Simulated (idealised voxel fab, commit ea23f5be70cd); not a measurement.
process module | voxel gate over fins
cross-section cut | 255 nm wide | cells 5 nm
A cross-section is a grid of square cells, given in bands from the top down. A band is one or more rows of cells.
Each band's line starts with the height of the band's top and of its bottom, in nm. Then come its materials from left to right, each with its width in nm. One material with "throughout" fills the band from edge to edge. "air" is empty space.
Height 0 is the level under which the wafer as received is all one material. The lowest band goes on downwards, as in "0 down".
A width such as "30 to 40" changes by the same amount from each row of cells to the next, from the band's top row to its bottom row.
"no change" after a step means that no cell of the cross-section changed.
closed voids: empty space of 8 cells or more with no open way to the top, each as width x height at its distance from the left edge, in nm
after a step's settings: what the simulator itself notes on the step
overlay nm, on a step with a mask: how far to the right of its planned place the mask lay; to the left if negative
plan
1 op RECEIVE | material Si
2 op CONFORMAL_DEP | material SiN | thk nm 5
3 op MASKED_ETCH | tone cover | mask id FINS | width nm 15 | pitch nm 50 | etch materials SiN | depth nm 5 | overlay nm 0
4 op MASKED_ETCH | tone cover | mask id FINS | width nm 15 | pitch nm 50 | etch materials Si | depth nm 30 | overlay nm 0
5 op FILL_DEP | material SiO2 | thk nm 10
6 op CMP | height nm 5
7 op MASKED_ETCH | tone open | mask id RAIL | width nm 15 | etch materials SiO2 | depth nm 30 | overlay nm 0
8 op CONFORMAL_DEP | material TiN | thk nm 5
9 op FILL_DEP | material Ru | thk nm 5
10 op CMP | height nm 5
11 op SELECTIVE_ETCH | etch materials W Ru TiN | depth nm 20
12 op FILL_DEP | material SiO2 | thk nm 5
13 op CMP | height nm 5
14 op SELECTIVE_ETCH | etch materials SiO2 | depth nm 15
15 op STRIP | etch materials SiN
16 op CONFORMAL_DEP | material HfO2 | thk nm 5
17 op CONFORMAL_DEP | material TiN | thk nm 5
18 op CONFORMAL_DEP | material TiAl | thk nm 5
19 op CONFORMAL_DEP | material TiN | thk nm 5
20 op FILL_DEP | material W | thk nm 10
21 op CMP | height nm 25
22 op CONFORMAL_DEP | material SiCN | thk nm 5
as received, after step 1
  0 down: Si throughout
  closed voids: none
first wafer at the end, as planned
  30 to 25: SiCN throughout
  25 to 20: W throughout
  20 to 15: W 50 | TiN 155 | W 50
  15 to 10: W 50 | TiN 5 | TiAl 45 | TiN 5 | TiAl 45 | TiN 5 | TiAl 45 | TiN 5 | W 50
  10 to 5: TiN 55 | TiAl 5 | TiN 35 | TiAl 5 | TiN 5 | TiAl 5 | TiN 35 | TiAl 5 | TiN 5 | TiAl 5 | TiN 35 | TiAl 5 | TiN 55
  5 to 0: TiAl 60 | TiN 5 | HfO2 25 | TiN 5 | TiAl 15 | TiN 5 | HfO2 25 | TiN 5 | TiAl 15 | TiN 5 | HfO2 25 | TiN 5 | TiAl 60
  0 to -5: TiN 65 | HfO2 5 | Si 15 | HfO2 5 | TiN 25 | HfO2 5 | Si 15 | HfO2 5 | TiN 25 | HfO2 5 | Si 15 | HfO2 5 | TiN 65
  -5 to -10: HfO2 70 | Si 15 | HfO2 35 | Si 15 | HfO2 35 | Si 15 | HfO2 70
  -10 to -15: SiO2 70 | Si 15 | SiO2 35 | Si 15 | SiO2 35 | Si 15 | SiO2 70
  -15 to -20: SiO2 70 | Si 15 | SiO2 10 | TiN 5 | Ru 5 | TiN 5 | SiO2 10 | Si 15 | SiO2 35 | Si 15 | SiO2 70
  -20 to -25: SiO2 70 | Si 15 | SiO2 10 | TiN 15 | SiO2 10 | Si 15 | SiO2 35 | Si 15 | SiO2 70
  -25 to -30: SiO2 70 | Si 15 | SiO2 35 | Si 15 | SiO2 35 | Si 15 | SiO2 70
  -30 down: Si throughout
  closed voids: none
second wafer at the end: like start, like plan, one mistake
  30 to 25: SiCN throughout
  25 to 20: W throughout
  20 to 15: W 50 | TiN 155 | W 50
  15 to 10: W 50 | TiN 5 | TiAl 45 | TiN 5 | TiAl 45 | TiN 5 | TiAl 45 | TiN 5 | W 50
  10 to 5: W 50 | TiN 5 | TiAl 5 | TiN 35 | TiAl 5 | TiN 5 | TiAl 5 | TiN 35 | TiAl 5 | TiN 5 | TiAl 5 | TiN 35 | TiAl 5 | TiN 5 | W 50
  5 to 0: W 50 | TiN 5 | TiAl 5 | TiN 5 | HfO2 25 | TiN 5 | TiAl 5 | TiN 5 | TiAl 5 | TiN 5 | HfO2 25 | TiN 5 | TiAl 5 | TiN 5 | TiAl 5 | TiN 5 | HfO2 25 | TiN 5 | TiAl 5 | TiN 5 | W 50
  0 to -5: W 50 | TiN 5 | TiAl 5 | TiN 5 | HfO2 5 | Si 15 | HfO2 5 | TiN 5 | TiAl 15 | TiN 5 | HfO2 5 | Si 15 | HfO2 5 | TiN 5 | TiAl 5 | TiN 5 | TiAl 5 | TiN 5 | HfO2 5 | Si 15 | HfO2 5 | TiN 5 | TiAl 5 | TiN 5 | W 50
  -5 to -10: TiN 55 | TiAl 5 | TiN 5 | HfO2 5 | Si 15 | HfO2 5 | TiN 25 | HfO2 5 | Si 15 | HfO2 5 | TiN 5 | TiAl 5 | TiN 5 | TiAl 5 | TiN 5 | HfO2 5 | Si 15 | HfO2 5 | TiN 5 | TiAl 5 | TiN 55
  -10 to -15: TiAl 60 | TiN 5 | HfO2 5 | Si 15 | HfO2 35 | Si 15 | HfO2 5 | TiN 5 | TiAl 15 | TiN 5 | HfO2 5 | Si 15 | HfO2 5 | TiN 5 | TiAl 60
  -15 to -20: TiN 65 | HfO2 5 | Si 15 | HfO2 10 | TiN 5 | Ru 5 | TiN 5 | HfO2 10 | Si 15 | HfO2 5 | TiN 25 | HfO2 5 | Si 15 | HfO2 5 | TiN 65
  -20 to -25: HfO2 70 | Si 15 | HfO2 10 | TiN 15 | HfO2 10 | Si 15 | HfO2 35 | Si 15 | HfO2 70
  -25 to -30: SiO2 70 | Si 15 | SiO2 35 | Si 15 | SiO2 35 | Si 15 | SiO2 70
  -30 down: Si throughout
  closed voids: none
what went wrong: step 14 was run twice
at the end the second wafer has, in cells: 22 more of HfO2 | 120 fewer of SiO2 | 14 more of TiAl | 24 more of TiN | 60 more of W
